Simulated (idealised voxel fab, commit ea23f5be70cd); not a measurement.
You're looking at the process module voxel spacer lines.
Displayed cross-section: cut, width of 200 nm, square cells sized 5 nm.
Just so we're on the same page, the cross-sections are grids of square cells, and they're listed out in bands top to bottom, each band one or more rows deep.
Quick guide to a band line: top height, bottom height (nm) up front; then every material left to right with its width in nm. Only one material and it's marked "full width"? Then it fills the band edge to edge. And "empty" just means empty space.
The level at which height equals 0 is the one under which the wafer, as it arrives, is entirely one material. No lower edge exists for the bottom band, which continues downward and is notated as in "z 0 and below".
Quick explanation for "30->40": the width changes in equal steps down the rows of cells, from the first number in the band's top row to the second number in its bottom row.
Key: "remains unaltered" - step with no changed cell in the cross-section.
Enclosed voids (no open way to top), threshold 8 cells or more, entry "Sealed voids", notation width x height at distance, distance from left edge, nm.
If you see something after the settings on a step's line, that's the simulator's own remark about that step.
overlay nm: on a step with a mask, how far right of its planned place the mask lay; negative means left.

Planned process steps
1: RECEIVE,material Si
2: CONFORMAL_DEP,material Al2O3,thk nm 10
3: DIRECTIONAL_DEP,material TiN,thk nm 20
4: DIRECTIONAL_DEP,material polySi,thk nm 30
5: PATTERN,tone cover,mask id MANDREL,material resist,width nm 20,pitch nm 60,thk nm 35,overlay nm 0
6: DIRECTIONAL_ETCH,etch materials polySi,depth nm 30
7: STRIP,etch materials resist
8: CONFORMAL_DEP,material SiO2,thk nm 10
9: DIRECTIONAL_ETCH,etch materials SiO2,depth nm 10
10: STRIP,etch materials polySi
11: DIRECTIONAL_ETCH,etch materials TiN,depth nm 20
12: STRIP,etch materials SiO2
13: FILL_DEP,material lowk,thk nm 5
14: CMP,height nm 30

Cross-section of the wafer upon arrival, representing the state reached after step 1
	z 0 and below | Si full width
	Sealed voids: none

Looking at the first of two wafers in cross-section at end of module - ran to plan
	z 30 to 10 | 50 lowk; 10 TiN; 20 lowk; 10 TiN; 20 lowk; 10 TiN; 20 lowk; 10 TiN; 50 lowk
	z 10 to 0 | Al2O3 full width
	z 0 and below | Si full width
	Sealed voids: none

Cross-sectional image of the second wafer of the two following completion of the module. Starting state and process plan were the same as for the first wafer; one execution error occurred
	z 30 to 10 | 55 lowk; 10 TiN; 20 lowk; 10 TiN; 20 lowk; 10 TiN; 20 lowk; 10 TiN; 45 lowk
	z 10 to 0 | Al2O3 full width
	z 0 and below | Si full width
	Sealed voids: none
What was done differently from what was planned? the process deviated at step 5: the operation and settings actually run there were PATTERN,tone cover,mask id MANDREL,material resist,width nm 20,pitch nm 60,thk nm 35,overlay nm 5
Both wafers, final: cells per material equal; arrangement not.
